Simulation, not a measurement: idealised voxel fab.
Proc. module: voxel ribs on slabs
Cross-sectional view cut (width: 255 nm; square cell size: 5 nm).
Square cells in a grid make up a cross-section in this document, and the grid is given as bands, listed from the top down, each one or more rows of cells.
Per band: top height and bottom height in nm, followed by the left-to-right materials and their widths in nm; "throughout" marks a single material spanning edge to edge, "empty" marks empty space.
Counting heights begins at 0, where everything beneath is, in the wafer as received, one material. The lowest band has no bottom; it goes on downwards, as "from 0 down" shows.
A two-number width, for instance "30 to 40", indicates that the width is equal to the first number in the top row of the band and to the second number in the bottom row, and that it changes by a constant amount per row of cells.
Step note "nothing was modified" = no cross-section cell changed.
You'll see "Sealed-off cavities" listing empty spaces that have no way open to the top, as long as they're 8 cells or more; the notation is width x height at distance, where the distance is from the left edge, and all of it is in nm.
Where a step's line continues beyond its settings, the continuation is a remark by the simulator itself on that step.
overlay nm: right-of-plan distance of the mask on a masked step; negative values mean left-of-plan.

PLAN
1. RECEIVE (material Si)
2. DIRECTIONAL_DEP (material SiO2; thk nm 30)
3. DIRECTIONAL_DEP (material polySi; thk nm 25)
4. MASKED_ETCH (tone cover; mask id RIB; width nm 25; etch materials polySi; depth nm 15; overlay nm 0)
5. MASKED_ETCH (tone cover; mask id SLAB; width nm 75; etch materials polySi; depth nm 10; overlay nm 0)
6. FILL_DEP (material SiO2; thk nm 15)
7. CMP (height nm 65)
8. DIRECTIONAL_DEP (material TiN; thk nm 10)
9. PATTERN (tone cover; mask id HEATER; material resist; width nm 35; thk nm 15; overlay nm 0)
10. DIRECTIONAL_ETCH (etch materials TiN; depth nm 10)
11. STRIP (etch materials resist)
12. CONFORMAL_DEP (material SiO2; thk nm 5)

CROSS-SECTION, INCOMING MATERIAL, AFTER STEP 1
	from 0 down = Si throughout
	Sealed-off cavities: none

RUN AS PLANNED - FIRST OF THE TWO WAFERS CROSS-SECTIONED AT THE END OF THE MODULE
	from 80 to 75 = 105 empty  45 SiO2  105 empty
	from 75 to 70 = 105 empty  5 SiO2  35 TiN  5 SiO2  105 empty
	from 70 to 65 = 110 SiO2  35 TiN  110 SiO2
	from 65 to 55 = SiO2 throughout
	from 55 to 40 = 115 SiO2  25 polySi  115 SiO2
	from 40 to 30 = 90 SiO2  75 polySi  90 SiO2
	from 30 to 0 = SiO2 throughout
	from 0 down = Si throughout
	Sealed-off cavities: none

WAFER TWO CROSS-SECTION, MODULE END. START AND PLAN UNCHANGED FROM WAFER ONE; ONE MISTAKE MADE DURING THE RUN
	from 80 to 75 = 105 empty  45 SiO2  105 empty
	from 75 to 70 = 105 empty  5 SiO2  35 TiN  5 SiO2  105 empty
	from 70 to 65 = 110 SiO2  35 TiN  110 SiO2
	from 65 to 55 = SiO2 throughout
	from 55 to 40 = 115 SiO2  25 polySi  115 SiO2
	from 40 to 30 = 80 SiO2  75 polySi  100 SiO2
	from 30 to 0 = SiO2 throughout
	from 0 down = Si throughout
	Sealed-off cavities: none
Plan not followed: step 5: run off-plan, actual operation and settings MASKED_ETCH (tone cover; mask id SLAB; width nm 75; etch materials polySi; depth nm 10; overlay nm -10)
Same inventory, different map: at the end, the second wafer holds as many cells of each material as the first, placed elsewhere.
